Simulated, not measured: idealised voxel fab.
process module | voxel lift off
cross-section cut | 205 nm wide | cells 5 nm
A cross-section is a grid of square cells, given in bands from the top down. A band is one or more rows of cells.
Each band's line starts with the height of the band's top and of its bottom, in nm. Then come its materials from left to right, each with its width in nm. One material with "throughout" fills the band from edge to edge. "air" is empty space.
Height 0 is the level under which the wafer as received is all one material. The lowest band goes on downwards, as in "0 down".
A width such as "30 to 40" changes by the same amount from each row of cells to the next, from the band's top row to its bottom row.
"no change" after a step means that no cell of the cross-section changed.
closed voids: empty space of 8 cells or more with no open way to the top, each as width x height at its distance from the left edge, in nm
after a step's settings: what the simulator itself notes on the step
overlay nm, on a step with a mask: how far to the right of its planned place the mask lay; to the left if negative
plan
1 op RECEIVE | material Si
2 op CONFORMAL_DEP | material Al2O3 | thk nm 15
3 op PATTERN | tone open | mask id LINES | material resist | width nm 25 | pitch nm 50 | thk nm 20 | overlay nm 0
4 op DIRECTIONAL_DEP | material Ru | thk nm 5
5 op STRIP | etch materials resist
6 op CONFORMAL_DEP | material SiN | thk nm 10
as received, after step 1
  0 down: Si throughout
  closed voids: none
a wafer at the end: this start, this plan, one mistake
  30 to 25: air 60 | SiN 40 | air 10 | SiN 40 | air 55
  25 to 20: SiN throughout
  20 to 15: SiN 70 | Ru 20 | SiN 30 | Ru 20 | SiN 65
  15 to 0: Al2O3 throughout
  0 down: Si throughout
  closed voids: none
what went wrong: step 3 ran as: op PATTERN | tone open | mask id LINES | material resist | width nm 20 | pitch nm 50 | thk nm 20 | overlay nm 0
